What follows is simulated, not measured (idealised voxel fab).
Process module heading - voxel fin reveal
Xsec cut, 220 nm wide, square cell size 5 nm.
Cross-section, as written here: a square-cell grid given band by band from the top down, where a band holds one or more rows of cells.
For a band, the entry starts with two heights in nm, that of the top and then that of the bottom, and carries on with the band's materials in order from left to right, each alongside its width in nm; the word "full width" beside a single material means it fills the band edge to edge, and "air" means empty space.
Counting heights begins at 0, where everything beneath is, in the wafer as received, one material. The lowest band has no bottom; it goes on downwards, as "z 0 and below" shows.
The two numbers in a width such as "30 to 40" mark its ends across the band: the first belongs to the top row of cells, the second to the bottom row, and from each row to the next the width moves by the same amount.
Where the words "no modification" appear for a step, the cross-section shows no cell changed by that step; every cell remained as before.
Listed in "Enclosed internal cavities": every empty space of 8 or more cells without an open way to the top. Form: width x height at distance, the distance being from the left edge, all in nm.
It should be noted that, on the line of a given step, the content following the step's settings is a remark produced by the simulator itself with respect to that step.
A step's line can hold "overlay nm"; with a mask on that step, the setting says how far right of the planned place the mask lay, while a negative setting says it lay to the left.

[Steps planned for the process]
1 op RECEIVE | material Si
2 op CONFORMAL_DEP | material SiN | thk nm 10
3 op MASKED_ETCH | tone cover | mask id FINS | width nm 15 | pitch nm 35 | etch materials SiN | depth nm 10 | overlay nm 0
4 op MASKED_ETCH | tone cover | mask id FINS | width nm 15 | pitch nm 35 | etch materials Si | depth nm 40 | overlay nm 0
5 op OXIDIZE | depth nm 5
6 op FILL_DEP | material SiO2 | thk nm 15
7 op CMP | height nm 10
8 op SELECTIVE_ETCH | etch materials SiO2 | depth nm 30
9 op STRIP | etch materials SiN

[First wafer of two (run as planned)]

[This is the cross-section of the wafer as we received it, i.e. after step 1]
> z 0 and below = Si full width
> Enclosed internal cavities: none

[How the wafer stands in section after step 2]
> z 10 to 0 = SiN full width
> Below 0 it's all the same as before, nothing changed down there.

[How the wafer stands in section after step 3]
> z 10 to 0 = 65 of air, 15 of SiN, 20 of air, 15 of SiN, 20 of air, 15 of SiN, 70 of air
> Below 0 it's all the same as before, nothing changed down there.

[How the wafer stands in section after step 4]
> z 10 to 0 = 65 of air, 15 of SiN, 20 of air, 15 of SiN, 20 of air, 15 of SiN, 70 of air
> z 0 to -40 = 65 of air, 15 of Si, 20 of air, 15 of Si, 20 of air, 15 of Si, 70 of air
> Below -40 it's all the same as before, nothing changed down there.

[How the wafer stands in section after step 5]
> z 10 to 0 = 65 of air, 15 of SiN, 20 of air, 15 of SiN, 20 of air, 15 of SiN, 70 of air
> z 0 to -40 = 65 of air, 5 of SiO2, 5 of Si, 5 of SiO2, 20 of air, 5 of SiO2, 5 of Si, 5 of SiO2, 20 of air, 5 of SiO2, 5 of Si, 5 of SiO2, 70 of air
> z -40 to -45 = 70 of SiO2, 5 of Si, 30 of SiO2, 5 of Si, 30 of SiO2, 5 of Si, 75 of SiO2
> Below -45 it's all the same as before, nothing changed down there.

[How the wafer stands in section after step 6]
> z 25 to 10 = SiO2 full width
> z 10 to 0 = 65 of SiO2, 15 of SiN, 20 of SiO2, 15 of SiN, 20 of SiO2, 15 of SiN, 70 of SiO2
> z 0 to -45 = 70 of SiO2, 5 of Si, 30 of SiO2, 5 of Si, 30 of SiO2, 5 of Si, 75 of SiO2
> Below -45 it's all the same as before, nothing changed down there.

[How the wafer stands in section after step 7]
> z 10 to 0 = 65 of SiO2, 15 of SiN, 20 of SiO2, 15 of SiN, 20 of SiO2, 15 of SiN, 70 of SiO2
> Below 0 it's all the same as before, nothing changed down there.

[How the wafer stands in section after step 8]
> z 10 to 0 = 65 of air, 15 of SiN, 20 of air, 15 of SiN, 20 of air, 15 of SiN, 70 of air
> z 0 to -20 = 70 of air, 5 of Si, 30 of air, 5 of Si, 30 of air, 5 of Si, 75 of air
> Below -20 it's all the same as before, nothing changed down there.

[How the wafer stands in section after step 9]
> z 0 to -20 = 70 of air, 5 of Si, 30 of air, 5 of Si, 30 of air, 5 of Si, 75 of air
> Below -20 it's all the same as before, nothing changed down there.

[Wafer two of two - same starting point, same process plan, one mistake in execution; matches wafer one up to and including step 5]

[Cross-section of the second wafer when, according to plan, step 6 should have finished]
> z 25 to 0 = SiN full width
> z 0 to -40 = 65 of SiN, 5 of SiO2, 5 of Si, 5 of SiO2, 20 of SiN, 5 of SiO2, 5 of Si, 5 of SiO2, 20 of SiN, 5 of SiO2, 5 of Si, 5 of SiO2, 70 of SiN
> Below -40 it's all the same as before, nothing changed down there.

[Cross-section of the second wafer when, according to plan, step 7 should have finished]
> z 10 to 0 = SiN full width
> Below 0 it's all the same as before, nothing changed down there.

Cross-section of the second wafer when, according to plan, step 8 should have finished: no modification

[Cross-section of the second wafer when, according to plan, step 9 should have finished]
> z 0 to -40 = 65 of air, 5 of SiO2, 5 of Si, 5 of SiO2, 20 of air, 5 of SiO2, 5 of Si, 5 of SiO2, 20 of air, 5 of SiO2, 5 of Si, 5 of SiO2, 70 of air
> Below -40 it's all the same as before, nothing changed down there.
Deviation noted in wafer processing: step 6 was processed under conditions differing from the plan, specifically as op FILL_DEP | material SiN | thk nm 15
Once processing is complete, comparing cell counts shows that the second wafer has more or fewer of certain materials than the first: 116 fewer of SiO2
